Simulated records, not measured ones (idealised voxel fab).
process module | voxel quadruple lines
It is cross-section cut that appears here, measuring 190 nm in width, its square cells being 5 nm in size.
A cross-section is a grid of square cells, given in bands from the top down. A band is one or more rows of cells. Top height, bottom height, nm. Materials left to right, width each, nm. Single material + "everywhere" = fills band edge to edge. "air" = empty. The reference from which all heights are counted is 0, the level beneath which the as-received wafer is entirely one material; the lowest band, having no lower bound, proceeds downward and is written after the example "from 0 down". A two-number width, for instance "30->40", indicates that the width is equal to the first number in the top row of the band and to the second number in the bottom row, and that it changes by a constant amount per row of cells. "nothing was modified" for a step: no cell of the cross-section changed in that step. Empty spaces counting at least 8 cells and having no open way to the top are listed in "Closed void list". The notation width x height at distance is used for each, the distance being from the left edge and all three values in nm. What comes after the settings on a step's line is commentary from the simulator itself on that step. overlay nm: mask right of planned place by this much (step with mask). Neg. = left.
These are the steps we planned for the process:
| 1 | RECEIVE [material Si] |
| 2 | CONFORMAL_DEP [material SiO2] [thk nm 5] |
| 3 | DIRECTIONAL_DEP [material Ru] [thk nm 10] |
| 4 | DIRECTIONAL_DEP [material polySi] [thk nm 15] |
| 5 | DIRECTIONAL_DEP [material aC] [thk nm 25] |
| 6 | PATTERN [tone cover] [mask id MANDREL] [material resist] [width nm 30] [thk nm 30] [overlay nm 0] |
| 7 | DIRECTIONAL_ETCH [etch materials aC] [depth nm 25] |
| 8 | STRIP [etch materials resist] |
| 9 | CONFORMAL_DEP [material SiO2] [thk nm 10] |
| 10 | DIRECTIONAL_ETCH [etch materials SiO2] [depth nm 10] |
| 11 | STRIP [etch materials aC] |
| 12 | DIRECTIONAL_ETCH [etch materials polySi] [depth nm 15] |
| 13 | STRIP [etch materials SiO2] |
| 14 | CONFORMAL_DEP [material SiCN] [thk nm 10] |
| 15 | DIRECTIONAL_ETCH [etch materials SiCN] [depth nm 10] |
| 16 | STRIP [etch materials polySi] |
| 17 | DIRECTIONAL_ETCH [etch materials Ru] [depth nm 10] |
| 18 | STRIP [etch materials SiCN] |
The first of a set of two wafers, run to plan:
Cross-section: wafer on arrival = after step 1:
  from 0 down | Si everywhere
  Closed void list: none
Step 2 done - wafer cross-section:
  from 5 to 0 | SiO2 everywhere
  Note: structure below 0 unchanged.
Step 3 done - wafer cross-section:
  from 15 to 5 | Ru everywhere
  Note: structure below 5 unchanged.
Step 4 done - wafer cross-section:
  from 30 to 15 | polySi everywhere
  Note: structure below 15 unchanged.
Step 5 done - wafer cross-section:
  from 55 to 30 | aC everywhere
  Note: structure below 30 unchanged.
Step 6 done - wafer cross-section:
  from 85 to 55 | air 80 nm  resist 30 nm  air 80 nm
  Note: structure below 55 unchanged.
Step 7 done - wafer cross-section:
  from 60 to 55 | air 80 nm  resist 30 nm  air 80 nm
  from 55 to 30 | air 80 nm  aC 30 nm  air 80 nm
  Note: structure below 30 unchanged.
Step 8 done - wafer cross-section:
  from 55 to 30 | air 80 nm  aC 30 nm  air 80 nm
  Note: structure below 30 unchanged.
Step 9 done - wafer cross-section:
  from 65 to 55 | air 70 nm  SiO2 50 nm  air 70 nm
  from 55 to 40 | air 70 nm  SiO2 10 nm  aC 30 nm  SiO2 10 nm  air 70 nm
  from 40 to 30 | SiO2 80 nm  aC 30 nm  SiO2 80 nm
  Note: structure below 30 unchanged.
Step 10 done - wafer cross-section:
  from 55 to 30 | air 70 nm  SiO2 10 nm  aC 30 nm  SiO2 10 nm  air 70 nm
  Note: structure below 30 unchanged.
Step 11 done - wafer cross-section:
  from 55 to 30 | air 70 nm  SiO2 10 nm  air 30 nm  SiO2 10 nm  air 70 nm
  Note: structure below 30 unchanged.
Step 12 done - wafer cross-section:
  from 55 to 30 | air 70 nm  SiO2 10 nm  air 30 nm  SiO2 10 nm  air 70 nm
  from 30 to 15 | air 70 nm  polySi 10 nm  air 30 nm  polySi 10 nm  air 70 nm
  Note: structure below 15 unchanged.
Step 13 done - wafer cross-section:
  from 30 to 15 | air 70 nm  polySi 10 nm  air 30 nm  polySi 10 nm  air 70 nm
  Note: structure below 15 unchanged.
Step 14 done - wafer cross-section:
  from 40 to 30 | air 60 nm  SiCN 30 nm  air 10 nm  SiCN 30 nm  air 60 nm
  from 30 to 25 | air 60 nm  SiCN 10 nm  polySi 10 nm  SiCN 10 nm  air 10 nm  SiCN 10 nm  polySi 10 nm  SiCN 10 nm  air 60 nm
  from 25 to 15 | SiCN 70 nm  polySi 10 nm  SiCN 30 nm  polySi 10 nm  SiCN 70 nm
  Note: structure below 15 unchanged.
Step 15 done - wafer cross-section:
  from 30 to 15 | air 60 nm  SiCN 10 nm  polySi 10 nm  SiCN 10 nm  air 10 nm  SiCN 10 nm  polySi 10 nm  SiCN 10 nm  air 60 nm
  Note: structure below 15 unchanged.
Step 16 done - wafer cross-section:
  from 30 to 15 | air 60 nm  SiCN 10 nm  air 10 nm  SiCN 10 nm  air 10 nm  SiCN 10 nm  air 10 nm  SiCN 10 nm  air 60 nm
  Note: structure below 15 unchanged.
Step 17 done - wafer cross-section:
  from 30 to 15 | air 60 nm  SiCN 10 nm  air 10 nm  SiCN 10 nm  air 10 nm  SiCN 10 nm  air 10 nm  SiCN 10 nm  air 60 nm
  from 15 to 5 | air 60 nm  Ru 10 nm  air 10 nm  Ru 10 nm  air 10 nm  Ru 10 nm  air 10 nm  Ru 10 nm  air 60 nm
  Note: structure below 5 unchanged.
Step 18 done - wafer cross-section:
  from 15 to 5 | air 60 nm  Ru 10 nm  air 10 nm  Ru 10 nm  air 10 nm  Ru 10 nm  air 10 nm  Ru 10 nm  air 60 nm
  Note: structure below 5 unchanged.
The Second Wafer: Common Origin and Plan, One Mistake in Execution, Identical to the First Through Step 5:
Second wafer, cross-section, planned end of step 6:
  from 85 to 55 | air 90 nm  resist 30 nm  air 70 nm
  Note: structure below 55 unchanged.
Second wafer, cross-section, planned end of step 7:
  from 60 to 55 | air 90 nm  resist 30 nm  air 70 nm
  from 55 to 30 | air 90 nm  aC 30 nm  air 70 nm
  Note: structure below 30 unchanged.
Second wafer, cross-section, planned end of step 8:
  from 55 to 30 | air 90 nm  aC 30 nm  air 70 nm
  Note: structure below 30 unchanged.
Second wafer, cross-section, planned end of step 9:
  from 65 to 55 | air 80 nm  SiO2 50 nm  air 60 nm
  from 55 to 40 | air 80 nm  SiO2 10 nm  aC 30 nm  SiO2 10 nm  air 60 nm
  from 40 to 30 | SiO2 90 nm  aC 30 nm  SiO2 70 nm
  Note: structure below 30 unchanged.
Second wafer, cross-section, planned end of step 10:
  from 55 to 30 | air 80 nm  SiO2 10 nm  aC 30 nm  SiO2 10 nm  air 60 nm
  Note: structure below 30 unchanged.
Second wafer, cross-section, planned end of step 11:
  from 55 to 30 | air 80 nm  SiO2 10 nm  air 30 nm  SiO2 10 nm  air 60 nm
  Note: structure below 30 unchanged.
Second wafer, cross-section, planned end of step 12:
  from 55 to 30 | air 80 nm  SiO2 10 nm  air 30 nm  SiO2 10 nm  air 60 nm
  from 30 to 15 | air 80 nm  polySi 10 nm  air 30 nm  polySi 10 nm  air 60 nm
  Note: structure below 15 unchanged.
Second wafer, cross-section, planned end of step 13:
  from 30 to 15 | air 80 nm  polySi 10 nm  air 30 nm  polySi 10 nm  air 60 nm
  Note: structure below 15 unchanged.
Second wafer, cross-section, planned end of step 14:
  from 40 to 30 | air 70 nm  SiCN 30 nm  air 10 nm  SiCN 30 nm  air 50 nm
  from 30 to 25 | air 70 nm  SiCN 10 nm  polySi 10 nm  SiCN 10 nm  air 10 nm  SiCN 10 nm  polySi 10 nm  SiCN 10 nm  air 50 nm
  from 25 to 15 | SiCN 80 nm  polySi 10 nm  SiCN 30 nm  polySi 10 nm  SiCN 60 nm
  Note: structure below 15 unchanged.
Second wafer, cross-section, planned end of step 15:
  from 30 to 15 | air 70 nm  SiCN 10 nm  polySi 10 nm  SiCN 10 nm  air 10 nm  SiCN 10 nm  polySi 10 nm  SiCN 10 nm  air 50 nm
  Note: structure below 15 unchanged.
Second wafer, cross-section, planned end of step 16:
  from 30 to 15 | air 70 nm  SiCN 10 nm  air 10 nm  SiCN 10 nm  air 10 nm  SiCN 10 nm  air 10 nm  SiCN 10 nm  air 50 nm
  Note: structure below 15 unchanged.
Second wafer, cross-section, planned end of step 17:
  from 30 to 15 | air 70 nm  SiCN 10 nm  air 10 nm  SiCN 10 nm  air 10 nm  SiCN 10 nm  air 10 nm  SiCN 10 nm  air 50 nm
  from 15 to 5 | air 70 nm  Ru 10 nm  air 10 nm  Ru 10 nm  air 10 nm  Ru 10 nm  air 10 nm  Ru 10 nm  air 50 nm
  Note: structure below 5 unchanged.
Second wafer, cross-section, planned end of step 18:
  from 15 to 5 | air 70 nm  Ru 10 nm  air 10 nm  Ru 10 nm  air 10 nm  Ru 10 nm  air 10 nm  Ru 10 nm  air 50 nm
  Note: structure below 5 unchanged.
Deviation noted in wafer processing: note that step 6 departed from the planned setting and was carried out as PATTERN [tone cover] [mask id MANDREL] [material resist] [width nm 30] [thk nm 30] [overlay nm 10]
If you tally the cells, the second wafer ends up with the same amount of every material as the first; it's all just sitting in different places.
